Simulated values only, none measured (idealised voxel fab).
process module | voxel self aligned vias
cross-section cut | 255 nm wide | cells 5 nm
A cross-section is a grid of square cells, given in bands from the top down. A band is one or more rows of cells.
Each band's line starts with the height of the band's top and of its bottom, in nm. Then come its materials from left to right, each with its width in nm. One material with "throughout" fills the band from edge to edge. "air" is empty space.
Height 0 is the level under which the wafer as received is all one material. The lowest band goes on downwards, as in "0 down".
A width such as "30 to 40" changes by the same amount from each row of cells to the next, from the band's top row to its bottom row.
"no change" after a step means that no cell of the cross-section changed.
closed voids: empty space of 8 cells or more with no open way to the top, each as width x height at its distance from the left edge, in nm
after a step's settings: what the simulator itself notes on the step
overlay nm, on a step with a mask: how far to the right of its planned place the mask lay; to the left if negative
plan
1 op RECEIVE | material Si
2 op CONFORMAL_DEP | material SiO2 | thk nm 10
3 op CONFORMAL_DEP | material SiCN | thk nm 5
4 op DIRECTIONAL_DEP | material SiO2 | thk nm 20
5 op DIRECTIONAL_DEP | material aC | thk nm 15
6 op PATTERN | tone open | mask id LINES | material resist | width nm 30 | pitch nm 55 | thk nm 35 | overlay nm 0
7 op DIRECTIONAL_ETCH | etch materials aC | depth nm 15
8 op STRIP | etch materials resist
9 op DIRECTIONAL_ETCH | etch materials SiO2 | depth nm 20
10 op STRIP | etch materials aC
11 op CONFORMAL_DEP | material TiN | thk nm 5
12 op FILL_DEP | material Ru | thk nm 5
13 op CMP | height nm 35
14 op SELECTIVE_ETCH | etch materials W Ru TiN | depth nm 5
15 op FILL_DEP | material SiN | thk nm 10
16 op CMP | height nm 35
17 op DIRECTIONAL_DEP | material SiO2 | thk nm 20
18 op PATTERN | tone open | mask id VIAS | material resist | width nm 40 | pitch nm 110 | thk nm 20 | overlay nm 0
19 op DIRECTIONAL_ETCH | etch materials SiO2 | depth nm 20
20 op DIRECTIONAL_ETCH | etch materials SiN | depth nm 5
21 op STRIP | etch materials resist
22 op CONFORMAL_DEP | material TiN | thk nm 5
23 op FILL_DEP | material W | thk nm 5
24 op CMP | height nm 55
25 op CONFORMAL_DEP | material SiCN | thk nm 5
varied across the wafers: thk nm of step 3. The plan shows the first wafer's value. All wafers start alike
first wafer as received, after step 1
  0 down: Si throughout
  closed voids: none
first wafer at the end, after step 25
  60 to 55: SiCN throughout
  55 to 40: SiO2 50 | TiN 5 | W 30 | TiN 5 | SiO2 70 | TiN 5 | W 30 | TiN 5 | SiO2 55
  40 to 35: SiO2 50 | TiN 10 | W 20 | TiN 10 | SiO2 70 | TiN 10 | W 20 | TiN 10 | SiO2 55
  35 to 30: SiO2 55 | TiN 30 | SiO2 25 | SiN 30 | SiO2 25 | TiN 30 | SiO2 60
  30 to 20: SiO2 55 | TiN 5 | Ru 20 | TiN 5 | SiO2 25 | TiN 5 | Ru 20 | TiN 5 | SiO2 25 | TiN 5 | Ru 20 | TiN 5 | SiO2 60
  20 to 15: SiO2 55 | TiN 30 | SiO2 25 | TiN 30 | SiO2 25 | TiN 30 | SiO2 60
  15 to 10: SiCN throughout
  10 to 0: SiO2 throughout
  0 down: Si throughout
  closed voids: none
last wafer at the end
  60 to 55: SiCN throughout
  55 to 40: SiO2 50 | TiN 5 | W 30 | TiN 5 | SiO2 70 | TiN 5 | W 30 | TiN 5 | SiO2 55
  40 to 35: SiO2 50 | TiN 10 | W 20 | TiN 10 | SiO2 70 | TiN 10 | W 20 | TiN 10 | SiO2 55
  35 to 30: SiO2 55 | TiN 30 | SiO2 25 | SiN 30 | SiO2 25 | TiN 30 | SiO2 60
  30 to 10: SiCN throughout
  10 to 0: SiO2 throughout
  0 down: Si throughout
  closed voids: none
each wafer at the end: cells of each material gained (+) or lost (-) since it was received, then its closed voids
thk nm 5 | +24 Ru | +102 SiCN | +6 SiN | +374 SiO2 | +62 TiN | +44 W | closed voids: none
thk nm 10 | +12 Ru | +153 SiCN | +6 SiN | +341 SiO2 | +56 TiN | +44 W | closed voids: none
thk nm 15 | +204 SiCN | +6 SiN | +308 SiO2 | +50 TiN | +44 W | closed voids: none
thk nm 20 | +255 SiCN | +6 SiN | +275 SiO2 | +32 TiN | +44 W | closed voids: none
